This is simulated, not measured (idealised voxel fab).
Herein follows the process module entitled voxel gate over fins.
Section cut is 255 nm wide and gridded with 5 nm square cells.
Notation: cross-section as square-cell grid; stated in bands, top first, going down; one or more cell rows per band. Read a band's entry like this: the first values are the height of its top and the height of its bottom in nm, and what follows is the sequence of materials from left to right, each with its width in nm. Note that "empty" is empty space, and that a single material marked "all across" reaches across the band from edge to edge. The reference from which all heights are counted is 0, the level beneath which the as-received wafer is entirely one material; the lowest band, having no lower bound, proceeds downward and is written after the example "0 and below". The expression "30..40" gives the width at the extremes of the band, the first number at its top row of cells and the second at its bottom row, with the width changing by equal amounts from each row to the next in between. When a step is marked "identical to before", none of the cells in the cross-section changed during that step. The label "Fully sealed voids" introduces a list of the empty spaces, 8 cells or larger, that have no open way up to the top; each entry in it reads width x height at distance, where the distance is taken from the left edge and all three are stated in nm. On each step's line, the part that comes after the settings is the simulator's own comment on the step. You can add "overlay nm" to a step's line. For a step with a mask, it describes how far the mask lay to the right of its planned position, and a negative number describes a lay to the left.

Steps in the process plan
1. op RECEIVE | material Si
2. op CONFORMAL_DEP | material SiN | thk nm 5
3. op PATTERN | tone cover | mask id FINS | material resist | width nm 15 | pitch nm 35 | thk nm 20 | overlay nm 0
4. op DIRECTIONAL_ETCH | etch materials SiN | depth nm 5
5. op DIRECTIONAL_ETCH | etch materials Si | depth nm 40
6. op STRIP | etch materials resist
7. op OXIDIZE | depth nm 5
8. op FILL_DEP | material SiO2 | thk nm 10
9. op CMP | height nm 5
10. op SELECTIVE_ETCH | etch materials SiO2 | depth nm 15
11. op STRIP | etch materials SiN
12. op CONFORMAL_DEP | material HfO2 | thk nm 5
13. op CONFORMAL_DEP | material TiN | thk nm 5
14. op CONFORMAL_DEP | material TiAl | thk nm 5
15. op CONFORMAL_DEP | material TiN | thk nm 5
16. op FILL_DEP | material W | thk nm 15
17. op CMP | height nm 30
18. op CONFORMAL_DEP | material SiCN | thk nm 10

First of two wafers, with the run carried out as planned

The cross-section here shows the wafer as received, i.e. in its state after step 1
* 0 and below: Si all across
* Fully sealed voids: none

Wafer xsec, post step 2
* 5 down to 0: SiN all across
* Under the height 0 nothing was changed.

Wafer xsec, post step 3
* 25 down to 5: empty=65  resist=15  empty=20  resist=15  empty=20  resist=15  empty=20  resist=15  empty=70
* Under the height 5 nothing was changed.

Wafer xsec, post step 4
* 25 down to 5: empty=65  resist=15  empty=20  resist=15  empty=20  resist=15  empty=20  resist=15  empty=70
* 5 down to 0: empty=65  SiN=15  empty=20  SiN=15  empty=20  SiN=15  empty=20  SiN=15  empty=70
* Under the height 0 nothing was changed.

Wafer xsec, post step 5
* 25 down to 5: empty=65  resist=15  empty=20  resist=15  empty=20  resist=15  empty=20  resist=15  empty=70
* 5 down to 0: empty=65  SiN=15  empty=20  SiN=15  empty=20  SiN=15  empty=20  SiN=15  empty=70
* 0 down to -40: empty=65  Si=15  empty=20  Si=15  empty=20  Si=15  empty=20  Si=15  empty=70
* Under the height -40 nothing was changed.

Wafer xsec, post step 6
* 5 down to 0: empty=65  SiN=15  empty=20  SiN=15  empty=20  SiN=15  empty=20  SiN=15  empty=70
* Under the height 0 nothing was changed.

Wafer xsec, post step 7
* 5 down to 0: empty=65  SiN=15  empty=20  SiN=15  empty=20  SiN=15  empty=20  SiN=15  empty=70
* 0 down to -40: empty=65  SiO2=5  Si=5  SiO2=5  empty=20  SiO2=5  Si=5  SiO2=5  empty=20  SiO2=5  Si=5  SiO2=5  empty=20  SiO2=5  Si=5  SiO2=5  empty=70
* -40 down to -45: SiO2=70  Si=5  SiO2=30  Si=5  SiO2=30  Si=5  SiO2=30  Si=5  SiO2=75
* Under the height -45 nothing was changed.

Wafer xsec, post step 8
* 15 down to 5: SiO2 all across
* 5 down to 0: SiO2=65  SiN=15  SiO2=20  SiN=15  SiO2=20  SiN=15  SiO2=20  SiN=15  SiO2=70
* 0 down to -45: SiO2=70  Si=5  SiO2=30  Si=5  SiO2=30  Si=5  SiO2=30  Si=5  SiO2=75
* Under the height -45 nothing was changed.

Wafer xsec, post step 9
* 5 down to 0: SiO2=65  SiN=15  SiO2=20  SiN=15  SiO2=20  SiN=15  SiO2=20  SiN=15  SiO2=70
* Under the height 0 nothing was changed.

Wafer xsec, post step 10
* 5 down to 0: empty=65  SiN=15  empty=20  SiN=15  empty=20  SiN=15  empty=20  SiN=15  empty=70
* 0 down to -10: empty=70  Si=5  empty=30  Si=5  empty=30  Si=5  empty=30  Si=5  empty=75
* Under the height -10 nothing was changed.

Wafer xsec, post step 11
* 0 down to -10: empty=70  Si=5  empty=30  Si=5  empty=30  Si=5  empty=30  Si=5  empty=75
* Under the height -10 nothing was changed.

Wafer xsec, post step 12
* 5 down to 0: empty=65  HfO2=15  empty=20  HfO2=15  empty=20  HfO2=15  empty=20  HfO2=15  empty=70
* 0 down to -5: empty=65  HfO2=5  Si=5  HfO2=5  empty=20  HfO2=5  Si=5  HfO2=5  empty=20  HfO2=5  Si=5  HfO2=5  empty=20  HfO2=5  Si=5  HfO2=5  empty=70
* -5 down to -10: HfO2=70  Si=5  HfO2=30  Si=5  HfO2=30  Si=5  HfO2=30  Si=5  HfO2=75
* Under the height -10 nothing was changed.

Wafer xsec, post step 13
* 10 down to 5: empty=60  TiN=25  empty=10  TiN=25  empty=10  TiN=25  empty=10  TiN=25  empty=65
* 5 down to 0: empty=60  TiN=5  HfO2=15  TiN=5  empty=10  TiN=5  HfO2=15  TiN=5  empty=10  TiN=5  HfO2=15  TiN=5  empty=10  TiN=5  HfO2=15  TiN=5  empty=65
* 0 down to -5: TiN=65  HfO2=5  Si=5  HfO2=5  TiN=20  HfO2=5  Si=5  HfO2=5  TiN=20  HfO2=5  Si=5  HfO2=5  TiN=20  HfO2=5  Si=5  HfO2=5  TiN=70
* Under the height -5 nothing was changed.

Wafer xsec, post step 14
* 15 down to 10: empty=55  TiAl=140  empty=60
* 10 down to 5: empty=55  TiAl=5  TiN=25  TiAl=10  TiN=25  TiAl=10  TiN=25  TiAl=10  TiN=25  TiAl=5  empty=60
* 5 down to 0: TiAl=60  TiN=5  HfO2=15  TiN=5  TiAl=10  TiN=5  HfO2=15  TiN=5  TiAl=10  TiN=5  HfO2=15  TiN=5  TiAl=10  TiN=5  HfO2=15  TiN=5  TiAl=65
* Under the height 0 nothing was changed.

Wafer xsec, post step 15
* 20 down to 15: empty=50  TiN=150  empty=55
* 15 down to 10: empty=50  TiN=5  TiAl=140  TiN=5  empty=55
* 10 down to 5: TiN=55  TiAl=5  TiN=25  TiAl=10  TiN=25  TiAl=10  TiN=25  TiAl=10  TiN=25  TiAl=5  TiN=60
* Under the height 5 nothing was changed.

Wafer xsec, post step 16
* 35 down to 20: W all across
* 20 down to 15: W=50  TiN=150  W=55
* 15 down to 10: W=50  TiN=5  TiAl=140  TiN=5  W=55
* Under the height 10 nothing was changed.

Wafer xsec, post step 17
* 30 down to 20: W all across
* Under the height 20 nothing was changed.

Wafer xsec, post step 18
* 40 down to 30: SiCN all across
* Under the height 30 nothing was changed.

Now the other wafer: same start, same recipe, but we messed up one thing when running it. Up to and including step 2 it's the same as the first one

Second wafer, sectioned view, at step 3's planned end time
* 25 down to 5: empty=65  resist=20  empty=15  resist=20  empty=15  resist=20  empty=15  resist=20  empty=65
* Under the height 5 nothing was changed.

Second wafer, sectioned view, at step 4's planned end time
* 25 down to 5: empty=65  resist=20  empty=15  resist=20  empty=15  resist=20  empty=15  resist=20  empty=65
* 5 down to 0: empty=65  SiN=20  empty=15  SiN=20  empty=15  SiN=20  empty=15  SiN=20  empty=65
* Under the height 0 nothing was changed.

Second wafer, sectioned view, at step 5's planned end time
* 25 down to 5: empty=65  resist=20  empty=15  resist=20  empty=15  resist=20  empty=15  resist=20  empty=65
* 5 down to 0: empty=65  SiN=20  empty=15  SiN=20  empty=15  SiN=20  empty=15  SiN=20  empty=65
* 0 down to -40: empty=65  Si=20  empty=15  Si=20  empty=15  Si=20  empty=15  Si=20  empty=65
* Under the height -40 nothing was changed.

Second wafer, sectioned view, at step 6's planned end time
* 5 down to 0: empty=65  SiN=20  empty=15  SiN=20  empty=15  SiN=20  empty=15  SiN=20  empty=65
* Under the height 0 nothing was changed.

Second wafer, sectioned view, at step 7's planned end time
* 5 down to 0: empty=65  SiN=20  empty=15  SiN=20  empty=15  SiN=20  empty=15  SiN=20  empty=65
* 0 down to -40: empty=65  SiO2=5  Si=10  SiO2=5  empty=15  SiO2=5  Si=10  SiO2=5  empty=15  SiO2=5  Si=10  SiO2=5  empty=15  SiO2=5  Si=10  SiO2=5  empty=65
* -40 down to -45: SiO2=70  Si=10  SiO2=25  Si=10  SiO2=25  Si=10  SiO2=25  Si=10  SiO2=70
* Under the height -45 nothing was changed.

Second wafer, sectioned view, at step 8's planned end time
* 15 down to 5: SiO2 all across
* 5 down to 0: SiO2=65  SiN=20  SiO2=15  SiN=20  SiO2=15  SiN=20  SiO2=15  SiN=20  SiO2=65
* 0 down to -45: SiO2=70  Si=10  SiO2=25  Si=10  SiO2=25  Si=10  SiO2=25  Si=10  SiO2=70
* Under the height -45 nothing was changed.

Second wafer, sectioned view, at step 9's planned end time
* 5 down to 0: SiO2=65  SiN=20  SiO2=15  SiN=20  SiO2=15  SiN=20  SiO2=15  SiN=20  SiO2=65
* Under the height 0 nothing was changed.

Second wafer, sectioned view, at step 10's planned end time
* 5 down to 0: empty=65  SiN=20  empty=15  SiN=20  empty=15  SiN=20  empty=15  SiN=20  empty=65
* 0 down to -10: empty=70  Si=10  empty=25  Si=10  empty=25  Si=10  empty=25  Si=10  empty=70
* Under the height -10 nothing was changed.

Second wafer, sectioned view, at step 11's planned end time
* 0 down to -10: empty=70  Si=10  empty=25  Si=10  empty=25  Si=10  empty=25  Si=10  empty=70
* Under the height -10 nothing was changed.

Second wafer, sectioned view, at step 12's planned end time
* 5 down to 0: empty=65  HfO2=20  empty=15  HfO2=20  empty=15  HfO2=20  empty=15  HfO2=20  empty=65
* 0 down to -5: empty=65  HfO2=5  Si=10  HfO2=5  empty=15  HfO2=5  Si=10  HfO2=5  empty=15  HfO2=5  Si=10  HfO2=5  empty=15  HfO2=5  Si=10  HfO2=5  empty=65
* -5 down to -10: HfO2=70  Si=10  HfO2=25  Si=10  HfO2=25  Si=10  HfO2=25  Si=10  HfO2=70
* Under the height -10 nothing was changed.

Second wafer, sectioned view, at step 13's planned end time
* 10 down to 5: empty=60  TiN=30  empty=5  TiN=30  empty=5  TiN=30  empty=5  TiN=30  empty=60
* 5 down to 0: empty=60  TiN=5  HfO2=20  TiN=5  empty=5  TiN=5  HfO2=20  TiN=5  empty=5  TiN=5  HfO2=20  TiN=5  empty=5  TiN=5  HfO2=20  TiN=5  empty=60
* 0 down to -5: TiN=65  HfO2=5  Si=10  HfO2=5  TiN=15  HfO2=5  Si=10  HfO2=5  TiN=15  HfO2=5  Si=10  HfO2=5  TiN=15  HfO2=5  Si=10  HfO2=5  TiN=65
* Under the height -5 nothing was changed.

Second wafer, sectioned view, at step 14's planned end time
* 15 down to 10: empty=55  TiAl=145  empty=55
* 10 down to 5: empty=55  TiAl=5  TiN=30  TiAl=5  TiN=30  TiAl=5  TiN=30  TiAl=5  TiN=30  TiAl=5  empty=55
* 5 down to 0: TiAl=60  TiN=5  HfO2=20  TiN=5  TiAl=5  TiN=5  HfO2=20  TiN=5  TiAl=5  TiN=5  HfO2=20  TiN=5  TiAl=5  TiN=5  HfO2=20  TiN=5  TiAl=60
* Under the height 0 nothing was changed.

Second wafer, sectioned view, at step 15's planned end time
* 20 down to 15: empty=50  TiN=155  empty=50
* 15 down to 10: empty=50  TiN=5  TiAl=145  TiN=5  empty=50
* 10 down to 5: TiN=55  TiAl=5  TiN=30  TiAl=5  TiN=30  TiAl=5  TiN=30  TiAl=5  TiN=30  TiAl=5  TiN=55
* Under the height 5 nothing was changed.

Second wafer, sectioned view, at step 16's planned end time
* 35 down to 20: W all across
* 20 down to 15: W=50  TiN=155  W=50
* 15 down to 10: W=50  TiN=5  TiAl=145  TiN=5  W=50
* Under the height 10 nothing was changed.

Second wafer, sectioned view, at step 17's planned end time
* 30 down to 20: W all across
* Under the height 20 nothing was changed.

Second wafer, sectioned view, at step 18's planned end time
* 40 down to 30: SiCN all across
* Under the height 30 nothing was changed.
What went wrong in running the wafer? step 3 off recipe, ran as op PATTERN | tone cover | mask id FINS | material resist | width nm 20 | pitch nm 35 | thk nm 20 | overlay nm 0
Once processing is complete, comparing cell counts shows that the second wafer has more or fewer of certain materials than the first: Si: 36 more | SiO2: 28 fewer | TiAl: 6 fewer | W: 2 fewer
